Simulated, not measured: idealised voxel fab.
The document below concerns the process module designated voxel trench capacitor.
The figure presents cross-section cut, which has a width of 260 nm and is divided into square cells with an edge length of 5 nm.
Cross-section, as written here: a square-cell grid given band by band from the top down, where a band holds one or more rows of cells.
The entry gives the band's vertical extent as a top height and a bottom height in nm, then its horizontal make-up as materials from left to right, each with a width in nm. "empty" stands for empty space; a single material marked "all across" fills the band edge to edge.
The level at which height equals 0 is the one under which the wafer, as it arrives, is entirely one material. No lower edge exists for the bottom band, which continues downward and is notated as in "0 nm and below".
Graded width ("30 to 40"): value in top row of band = first number; value in bottom row = second number; row-to-row change constant.
When a step is marked "no modification", none of the cells in the cross-section changed during that step.
"Fully enclosed voids": empty spaces of 8 cells or more with no open way to the top, each given as width x height at distance, distance from the left edge, all in nm.
Formally, on a step line, whatever follows the settings is a remark that the simulator itself makes on the step.
overlay nm: how far to the right of its planned place the mask lay on this masked step (negative: to the left).

PROCESS STEPS (PLANNED)
1,RECEIVE [material Si]
2,CONFORMAL_DEP [material SiN] [thk nm 10]
3,DIRECTIONAL_DEP [material aC] [thk nm 15]
4,PATTERN [tone open] [mask id TRENCH] [material resist] [width nm 30] [pitch nm 60] [thk nm 35] [overlay nm 0]
5,DIRECTIONAL_ETCH [etch materials aC] [depth nm 15]
6,STRIP [etch materials resist]
7,DIRECTIONAL_ETCH [etch materials SiN] [depth nm 10]
8,DIRECTIONAL_ETCH [etch materials Si] [depth nm 40]
9,STRIP [etch materials aC]
10,CONFORMAL_DEP [material HfO2] [thk nm 5]
11,CONFORMAL_DEP [material TiN] [thk nm 5]
12,FILL_DEP [material W] [thk nm 10]
13,CMP [height nm 10]

FIRST OUT OF TWO WAFERS; RUN WENT TO PLAN

SHOWN IN CROSS-SECTION IS THE WAFER AS RECEIVED, THAT IS, AS IT STANDS AFTER STEP 1
> 0 nm and below | Si all across
> Fully enclosed voids: none

STATE OF THE WAFER AFTER STEP 2, SHOWN IN CROSS-SECTION
> 10 nm to 0 nm | SiN all across
> Rest of section, below 0: as before.

STATE OF THE WAFER AFTER STEP 3, SHOWN IN CROSS-SECTION
> 25 nm to 10 nm | aC all across
> Rest of section, below 10: as before.

STATE OF THE WAFER AFTER STEP 4, SHOWN IN CROSS-SECTION
> 60 nm to 25 nm | resist: 25 / empty: 30 / resist: 30 / empty: 30 / resist: 30 / empty: 30 / resist: 30 / empty: 30 / resist: 25
> Rest of section, below 25: as before.

STATE OF THE WAFER AFTER STEP 5, SHOWN IN CROSS-SECTION
> 45 nm to 25 nm | resist: 25 / empty: 30 / resist: 30 / empty: 30 / resist: 30 / empty: 30 / resist: 30 / empty: 30 / resist: 25
> 25 nm to 10 nm | aC: 25 / empty: 30 / aC: 30 / empty: 30 / aC: 30 / empty: 30 / aC: 30 / empty: 30 / aC: 25
> Rest of section, below 10: as before.

STATE OF THE WAFER AFTER STEP 6, SHOWN IN CROSS-SECTION
> 25 nm to 10 nm | aC: 25 / empty: 30 / aC: 30 / empty: 30 / aC: 30 / empty: 30 / aC: 30 / empty: 30 / aC: 25
> Rest of section, below 10: as before.

STATE OF THE WAFER AFTER STEP 7, SHOWN IN CROSS-SECTION
> 25 nm to 10 nm | aC: 25 / empty: 30 / aC: 30 / empty: 30 / aC: 30 / empty: 30 / aC: 30 / empty: 30 / aC: 25
> 10 nm to 0 nm | SiN: 25 / empty: 30 / SiN: 30 / empty: 30 / SiN: 30 / empty: 30 / SiN: 30 / empty: 30 / SiN: 25
> Rest of section, below 0: as before.

STATE OF THE WAFER AFTER STEP 8, SHOWN IN CROSS-SECTION
> 25 nm to 10 nm | aC: 25 / empty: 30 / aC: 30 / empty: 30 / aC: 30 / empty: 30 / aC: 30 / empty: 30 / aC: 25
> 10 nm to 0 nm | SiN: 25 / empty: 30 / SiN: 30 / empty: 30 / SiN: 30 / empty: 30 / SiN: 30 / empty: 30 / SiN: 25
> 0 nm to -40 nm | Si: 25 / empty: 30 / Si: 30 / empty: 30 / Si: 30 / empty: 30 / Si: 30 / empty: 30 / Si: 25
> Rest of section, below -40: as before.

STATE OF THE WAFER AFTER STEP 9, SHOWN IN CROSS-SECTION
> 10 nm to 0 nm | SiN: 25 / empty: 30 / SiN: 30 / empty: 30 / SiN: 30 / empty: 30 / SiN: 30 / empty: 30 / SiN: 25
> Rest of section, below 0: as before.

STATE OF THE WAFER AFTER STEP 10, SHOWN IN CROSS-SECTION
> 15 nm to 10 nm | HfO2: 30 / empty: 20 / HfO2: 40 / empty: 20 / HfO2: 40 / empty: 20 / HfO2: 40 / empty: 20 / HfO2: 30
> 10 nm to 0 nm | SiN: 25 / HfO2: 5 / empty: 20 / HfO2: 5 / SiN: 30 / HfO2: 5 / empty: 20 / HfO2: 5 / SiN: 30 / HfO2: 5 / empty: 20 / HfO2: 5 / SiN: 30 / HfO2: 5 / empty: 20 / HfO2: 5 / SiN: 25
> 0 nm to -35 nm | Si: 25 / HfO2: 5 / empty: 20 / HfO2: 5 / Si: 30 / HfO2: 5 / empty: 20 / HfO2: 5 / Si: 30 / HfO2: 5 / empty: 20 / HfO2: 5 / Si: 30 / HfO2: 5 / empty: 20 / HfO2: 5 / Si: 25
> -35 nm to -40 nm | Si: 25 / HfO2: 30 / Si: 30 / HfO2: 30 / Si: 30 / HfO2: 30 / Si: 30 / HfO2: 30 / Si: 25
> Rest of section, below -40: as before.

STATE OF THE WAFER AFTER STEP 11, SHOWN IN CROSS-SECTION
> 20 nm to 15 nm | TiN: 35 / empty: 10 / TiN: 50 / empty: 10 / TiN: 50 / empty: 10 / TiN: 50 / empty: 10 / TiN: 35
> 15 nm to 10 nm | HfO2: 30 / TiN: 5 / empty: 10 / TiN: 5 / HfO2: 40 / TiN: 5 / empty: 10 / TiN: 5 / HfO2: 40 / TiN: 5 / empty: 10 / TiN: 5 / HfO2: 40 / TiN: 5 / empty: 10 / TiN: 5 / HfO2: 30
> 10 nm to 0 nm | SiN: 25 / HfO2: 5 / TiN: 5 / empty: 10 / TiN: 5 / HfO2: 5 / SiN: 30 / HfO2: 5 / TiN: 5 / empty: 10 / TiN: 5 / HfO2: 5 / SiN: 30 / HfO2: 5 / TiN: 5 / empty: 10 / TiN: 5 / HfO2: 5 / SiN: 30 / HfO2: 5 / TiN: 5 / empty: 10 / TiN: 5 / HfO2: 5 / SiN: 25
> 0 nm to -30 nm | Si: 25 / HfO2: 5 / TiN: 5 / empty: 10 / TiN: 5 / HfO2: 5 / Si: 30 / HfO2: 5 / TiN: 5 / empty: 10 / TiN: 5 / HfO2: 5 / Si: 30 / HfO2: 5 / TiN: 5 / empty: 10 / TiN: 5 / HfO2: 5 / Si: 30 / HfO2: 5 / TiN: 5 / empty: 10 / TiN: 5 / HfO2: 5 / Si: 25
> -30 nm to -35 nm | Si: 25 / HfO2: 5 / TiN: 20 / HfO2: 5 / Si: 30 / HfO2: 5 / TiN: 20 / HfO2: 5 / Si: 30 / HfO2: 5 / TiN: 20 / HfO2: 5 / Si: 30 / HfO2: 5 / TiN: 20 / HfO2: 5 / Si: 25
> Rest of section, below -35: as before.

STATE OF THE WAFER AFTER STEP 12, SHOWN IN CROSS-SECTION
> 30 nm to 20 nm | W all across
> 20 nm to 15 nm | TiN: 35 / W: 10 / TiN: 50 / W: 10 / TiN: 50 / W: 10 / TiN: 50 / W: 10 / TiN: 35
> 15 nm to 10 nm | HfO2: 30 / TiN: 5 / W: 10 / TiN: 5 / HfO2: 40 / TiN: 5 / W: 10 / TiN: 5 / HfO2: 40 / TiN: 5 / W: 10 / TiN: 5 / HfO2: 40 / TiN: 5 / W: 10 / TiN: 5 / HfO2: 30
> 10 nm to 0 nm | SiN: 25 / HfO2: 5 / TiN: 5 / W: 10 / TiN: 5 / HfO2: 5 / SiN: 30 / HfO2: 5 / TiN: 5 / W: 10 / TiN: 5 / HfO2: 5 / SiN: 30 / HfO2: 5 / TiN: 5 / W: 10 / TiN: 5 / HfO2: 5 / SiN: 30 / HfO2: 5 / TiN: 5 / W: 10 / TiN: 5 / HfO2: 5 / SiN: 25
> 0 nm to -30 nm | Si: 25 / HfO2: 5 / TiN: 5 / W: 10 / TiN: 5 / HfO2: 5 / Si: 30 / HfO2: 5 / TiN: 5 / W: 10 / TiN: 5 / HfO2: 5 / Si: 30 / HfO2: 5 / TiN: 5 / W: 10 / TiN: 5 / HfO2: 5 / Si: 30 / HfO2: 5 / TiN: 5 / W: 10 / TiN: 5 / HfO2: 5 / Si: 25
> Rest of section, below -30: as before.

STATE OF THE WAFER AFTER STEP 13, SHOWN IN CROSS-SECTION
> 10 nm to 0 nm | SiN: 25 / HfO2: 5 / TiN: 5 / W: 10 / TiN: 5 / HfO2: 5 / SiN: 30 / HfO2: 5 / TiN: 5 / W: 10 / TiN: 5 / HfO2: 5 / SiN: 30 / HfO2: 5 / TiN: 5 / W: 10 / TiN: 5 / HfO2: 5 / SiN: 30 / HfO2: 5 / TiN: 5 / W: 10 / TiN: 5 / HfO2: 5 / SiN: 25
> Rest of section, below 0: as before.

NOW THE OTHER WAFER: SAME START, SAME RECIPE, BUT WE MESSED UP ONE THING WHEN RUNNING IT. UP TO AND INCLUDING STEP 1 IT'S THE SAME AS THE FIRST ONE

SECOND WAFER, SECTION VIEW, TIME POINT: SCHEDULED END OF STEP 2
> 5 nm to 0 nm | SiN all across
> Rest of section, below 0: as before.

SECOND WAFER, SECTION VIEW, TIME POINT: SCHEDULED END OF STEP 3
> 20 nm to 5 nm | aC all across
> Rest of section, below 5: as before.

SECOND WAFER, SECTION VIEW, TIME POINT: SCHEDULED END OF STEP 4
> 55 nm to 20 nm | resist: 25 / empty: 30 / resist: 30 / empty: 30 / resist: 30 / empty: 30 / resist: 30 / empty: 30 / resist: 25
> Rest of section, below 20: as before.

SECOND WAFER, SECTION VIEW, TIME POINT: SCHEDULED END OF STEP 5
> 40 nm to 20 nm | resist: 25 / empty: 30 / resist: 30 / empty: 30 / resist: 30 / empty: 30 / resist: 30 / empty: 30 / resist: 25
> 20 nm to 5 nm | aC: 25 / empty: 30 / aC: 30 / empty: 30 / aC: 30 / empty: 30 / aC: 30 / empty: 30 / aC: 25
> Rest of section, below 5: as before.

SECOND WAFER, SECTION VIEW, TIME POINT: SCHEDULED END OF STEP 6
> 20 nm to 5 nm | aC: 25 / empty: 30 / aC: 30 / empty: 30 / aC: 30 / empty: 30 / aC: 30 / empty: 30 / aC: 25
> Rest of section, below 5: as before.

SECOND WAFER, SECTION VIEW, TIME POINT: SCHEDULED END OF STEP 7
> 20 nm to 5 nm | aC: 25 / empty: 30 / aC: 30 / empty: 30 / aC: 30 / empty: 30 / aC: 30 / empty: 30 / aC: 25
> 5 nm to 0 nm | SiN: 25 / empty: 30 / SiN: 30 / empty: 30 / SiN: 30 / empty: 30 / SiN: 30 / empty: 30 / SiN: 25
> Rest of section, below 0: as before.

SECOND WAFER, SECTION VIEW, TIME POINT: SCHEDULED END OF STEP 8
> 20 nm to 5 nm | aC: 25 / empty: 30 / aC: 30 / empty: 30 / aC: 30 / empty: 30 / aC: 30 / empty: 30 / aC: 25
> 5 nm to 0 nm | SiN: 25 / empty: 30 / SiN: 30 / empty: 30 / SiN: 30 / empty: 30 / SiN: 30 / empty: 30 / SiN: 25
> 0 nm to -40 nm | Si: 25 / empty: 30 / Si: 30 / empty: 30 / Si: 30 / empty: 30 / Si: 30 / empty: 30 / Si: 25
> Rest of section, below -40: as before.

SECOND WAFER, SECTION VIEW, TIME POINT: SCHEDULED END OF STEP 9
> 5 nm to 0 nm | SiN: 25 / empty: 30 / SiN: 30 / empty: 30 / SiN: 30 / empty: 30 / SiN: 30 / empty: 30 / SiN: 25
> Rest of section, below 0: as before.

SECOND WAFER, SECTION VIEW, TIME POINT: SCHEDULED END OF STEP 10
> 10 nm to 5 nm | HfO2: 30 / empty: 20 / HfO2: 40 / empty: 20 / HfO2: 40 / empty: 20 / HfO2: 40 / empty: 20 / HfO2: 30
> 5 nm to 0 nm | SiN: 25 / HfO2: 5 / empty: 20 / HfO2: 5 / SiN: 30 / HfO2: 5 / empty: 20 / HfO2: 5 / SiN: 30 / HfO2: 5 / empty: 20 / HfO2: 5 / SiN: 30 / HfO2: 5 / empty: 20 / HfO2: 5 / SiN: 25
> 0 nm to -35 nm | Si: 25 / HfO2: 5 / empty: 20 / HfO2: 5 / Si: 30 / HfO2: 5 / empty: 20 / HfO2: 5 / Si: 30 / HfO2: 5 / empty: 20 / HfO2: 5 / Si: 30 / HfO2: 5 / empty: 20 / HfO2: 5 / Si: 25
> -35 nm to -40 nm | Si: 25 / HfO2: 30 / Si: 30 / HfO2: 30 / Si: 30 / HfO2: 30 / Si: 30 / HfO2: 30 / Si: 25
> Rest of section, below -40: as before.

SECOND WAFER, SECTION VIEW, TIME POINT: SCHEDULED END OF STEP 11
> 15 nm to 10 nm | TiN: 35 / empty: 10 / TiN: 50 / empty: 10 / TiN: 50 / empty: 10 / TiN: 50 / empty: 10 / TiN: 35
> 10 nm to 5 nm | HfO2: 30 / TiN: 5 / empty: 10 / TiN: 5 / HfO2: 40 / TiN: 5 / empty: 10 / TiN: 5 / HfO2: 40 / TiN: 5 / empty: 10 / TiN: 5 / HfO2: 40 / TiN: 5 / empty: 10 / TiN: 5 / HfO2: 30
> 5 nm to 0 nm | SiN: 25 / HfO2: 5 / TiN: 5 / empty: 10 / TiN: 5 / HfO2: 5 / SiN: 30 / HfO2: 5 / TiN: 5 / empty: 10 / TiN: 5 / HfO2: 5 / SiN: 30 / HfO2: 5 / TiN: 5 / empty: 10 / TiN: 5 / HfO2: 5 / SiN: 30 / HfO2: 5 / TiN: 5 / empty: 10 / TiN: 5 / HfO2: 5 / SiN: 25
> 0 nm to -30 nm | Si: 25 / HfO2: 5 / TiN: 5 / empty: 10 / TiN: 5 / HfO2: 5 / Si: 30 / HfO2: 5 / TiN: 5 / empty: 10 / TiN: 5 / HfO2: 5 / Si: 30 / HfO2: 5 / TiN: 5 / empty: 10 / TiN: 5 / HfO2: 5 / Si: 30 / HfO2: 5 / TiN: 5 / empty: 10 / TiN: 5 / HfO2: 5 / Si: 25
> -30 nm to -35 nm | Si: 25 / HfO2: 5 / TiN: 20 / HfO2: 5 / Si: 30 / HfO2: 5 / TiN: 20 / HfO2: 5 / Si: 30 / HfO2: 5 / TiN: 20 / HfO2: 5 / Si: 30 / HfO2: 5 / TiN: 20 / HfO2: 5 / Si: 25
> Rest of section, below -35: as before.

SECOND WAFER, SECTION VIEW, TIME POINT: SCHEDULED END OF STEP 12
> 25 nm to 15 nm | W all across
> 15 nm to 10 nm | TiN: 35 / W: 10 / TiN: 50 / W: 10 / TiN: 50 / W: 10 / TiN: 50 / W: 10 / TiN: 35
> 10 nm to 5 nm | HfO2: 30 / TiN: 5 / W: 10 / TiN: 5 / HfO2: 40 / TiN: 5 / W: 10 / TiN: 5 / HfO2: 40 / TiN: 5 / W: 10 / TiN: 5 / HfO2: 40 / TiN: 5 / W: 10 / TiN: 5 / HfO2: 30
> 5 nm to 0 nm | SiN: 25 / HfO2: 5 / TiN: 5 / W: 10 / TiN: 5 / HfO2: 5 / SiN: 30 / HfO2: 5 / TiN: 5 / W: 10 / TiN: 5 / HfO2: 5 / SiN: 30 / HfO2: 5 / TiN: 5 / W: 10 / TiN: 5 / HfO2: 5 / SiN: 30 / HfO2: 5 / TiN: 5 / W: 10 / TiN: 5 / HfO2: 5 / SiN: 25
> 0 nm to -30 nm | Si: 25 / HfO2: 5 / TiN: 5 / W: 10 / TiN: 5 / HfO2: 5 / Si: 30 / HfO2: 5 / TiN: 5 / W: 10 / TiN: 5 / HfO2: 5 / Si: 30 / HfO2: 5 / TiN: 5 / W: 10 / TiN: 5 / HfO2: 5 / Si: 30 / HfO2: 5 / TiN: 5 / W: 10 / TiN: 5 / HfO2: 5 / Si: 25
> Rest of section, below -30: as before.

SECOND WAFER, SECTION VIEW, TIME POINT: SCHEDULED END OF STEP 13
> 10 nm to 5 nm | HfO2: 30 / TiN: 5 / W: 10 / TiN: 5 / HfO2: 40 / TiN: 5 / W: 10 / TiN: 5 / HfO2: 40 / TiN: 5 / W: 10 / TiN: 5 / HfO2: 40 / TiN: 5 / W: 10 / TiN: 5 / HfO2: 30
> Rest of section, below 5: as before.
Run error: step 2 was run on a setting that differed from the plan, and what really ran there is CONFORMAL_DEP [material SiN] [thk nm 5]
The final cell counts differ between the wafers, with the second having more or fewer of some materials than the first: 28 more of HfO2 | 28 fewer of SiN
